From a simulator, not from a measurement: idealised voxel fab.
process module | voxel transistor to metal
cross-section cut | 205 nm wide | cells 5 nm
A cross-section is a grid of square cells, given in bands from the top down. A band is one or more rows of cells.
Each band's line starts with the height of the band's top and of its bottom, in nm. Then come its materials from left to right, each with its width in nm. One material with "throughout" fills the band from edge to edge. "air" is empty space.
Height 0 is the level under which the wafer as received is all one material. The lowest band goes on downwards, as in "0 down".
A width such as "30 to 40" changes by the same amount from each row of cells to the next, from the band's top row to its bottom row.
"no change" after a step means that no cell of the cross-section changed.
closed voids: empty space of 8 cells or more with no open way to the top, each as width x height at its distance from the left edge, in nm
after a step's settings: what the simulator itself notes on the step
overlay nm, on a step with a mask: how far to the right of its planned place the mask lay; to the left if negative
plan
1 op RECEIVE | material Si
2 op CONFORMAL_DEP | material SiO2 | thk nm 5
3 op CONFORMAL_DEP | material SiN | thk nm 15
4 op PATTERN | tone cover | mask id ACTIVE | material resist | width nm 105 | thk nm 20 | overlay nm 0
5 op DIRECTIONAL_ETCH | etch materials SiN | depth nm 15
6 op DIRECTIONAL_ETCH | etch materials SiO2 | depth nm 5
7 op DIRECTIONAL_ETCH | etch materials Si | depth nm 30
8 op STRIP | etch materials resist
9 op OXIDIZE | depth nm 5
10 op FILL_DEP | material SiO2 | thk nm 15
11 op CMP | height nm 20
12 op SELECTIVE_ETCH | etch materials SiO2 | depth nm 15
13 op STRIP | etch materials SiN
14 op SELECTIVE_ETCH | etch materials SiO2 | depth nm 5
15 op OXIDIZE | depth nm 5
16 op DIRECTIONAL_DEP | material polySi | thk nm 25
17 op DIRECTIONAL_DEP | material SiCN | thk nm 10
18 op PATTERN | tone cover | mask id GATE | material resist | width nm 25 | thk nm 15 | overlay nm 0
19 op DIRECTIONAL_ETCH | etch materials SiCN | depth nm 20
20 op DIRECTIONAL_ETCH | etch materials polySi | depth nm 35
21 op STRIP | etch materials resist
22 op CONFORMAL_DEP | material SiN | thk nm 10
23 op DIRECTIONAL_ETCH | etch materials SiN | depth nm 10
24 op DIRECTIONAL_ETCH | etch materials SiO2 | depth nm 5
25 op EPI | material nSi | thk nm 5
26 op FILL_DEP | material SiO2 | thk nm 10
27 op CMP | height nm 25
28 op STRIP | etch materials polySi
29 op SELECTIVE_ETCH | etch materials SiO2 | depth nm 5
30 op CONFORMAL_DEP | material HfO2 | thk nm 5
31 op CONFORMAL_DEP | material TiN | thk nm 5
32 op FILL_DEP | material W | thk nm 10
33 op CMP | height nm 20
34 op DIRECTIONAL_DEP | material SiO2 | thk nm 15
35 op MASKED_ETCH | tone open | mask id CONTACT | width nm 15 | pitch nm 80 | etch materials SiO2 | depth nm 35 | overlay nm 0
36 op CONFORMAL_DEP | material TiN | thk nm 5
37 op FILL_DEP | material W | thk nm 5
38 op CMP | height nm 35
39 op DIRECTIONAL_DEP | material TiN | thk nm 5
40 op DIRECTIONAL_DEP | material W | thk nm 15
41 op DIRECTIONAL_DEP | material aC | thk nm 10
42 op PATTERN | tone cover | mask id METAL_1 | material resist | width nm 15 | pitch nm 80 | thk nm 25 | overlay nm 0
43 op DIRECTIONAL_ETCH | etch materials aC | depth nm 10
44 op STRIP | etch materials resist
45 op DIRECTIONAL_ETCH | etch materials W | depth nm 15
46 op DIRECTIONAL_ETCH | etch materials TiN | depth nm 5
47 op STRIP | etch materials aC
48 op CONFORMAL_DEP | material SiCN | thk nm 5
49 op FILL_DEP | material SiO2 | thk nm 10
50 op CMP | height nm 55
51 op CONFORMAL_DEP | material SiCN | thk nm 5
52 op DIRECTIONAL_DEP | material SiO2 | thk nm 30
53 op MASKED_ETCH | tone open | mask id METAL_2 | width nm 15 | pitch nm 80 | etch materials SiO2 | depth nm 20 | overlay nm 0
54 op DIRECTIONAL_DEP | material aC | thk nm 15
55 op PATTERN | tone open | mask id METAL_2_HOLES | material resist | width nm 15 | pitch nm 80 | thk nm 35 | overlay nm 0
56 op DIRECTIONAL_ETCH | etch materials aC | depth nm 15
57 op STRIP | etch materials resist
58 op DIRECTIONAL_ETCH | etch materials SiO2 | depth nm 10
59 op DIRECTIONAL_ETCH | etch materials SiCN | depth nm 5
60 op STRIP | etch materials aC
61 op CONFORMAL_DEP | material TiN | thk nm 5
62 op FILL_DEP | material Cu | thk nm 5
63 op CMP | height nm 90
64 op CONFORMAL_DEP | material SiCN | thk nm 5
varied across the wafers: width nm of step 42. The plan shows the first wafer's value. All wafers start alike
first wafer as received, after step 1
  0 down: Si throughout
  closed voids: none
each wafer at the end: cells of each material gained (+) or lost (-) since it was received, then its closed voids
width nm 15 | +12 Cu | +15 HfO2 | -173 Si | +123 SiCN | +16 SiN | +666 SiO2 | +75 TiN | +33 W | +12 nSi | closed voids: none
width nm 20 | +12 Cu | +15 HfO2 | -173 Si | +121 SiCN | +16 SiN | +660 SiO2 | +77 TiN | +39 W | +12 nSi | closed voids: none
width nm 25 | +12 Cu | +15 HfO2 | -173 Si | +119 SiCN | +16 SiN | +654 SiO2 | +79 TiN | +45 W | +12 nSi | closed voids: none
width nm 30 | +12 Cu | +15 HfO2 | -173 Si | +117 SiCN | +16 SiN | +648 SiO2 | +81 TiN | +51 W | +12 nSi | closed voids: none
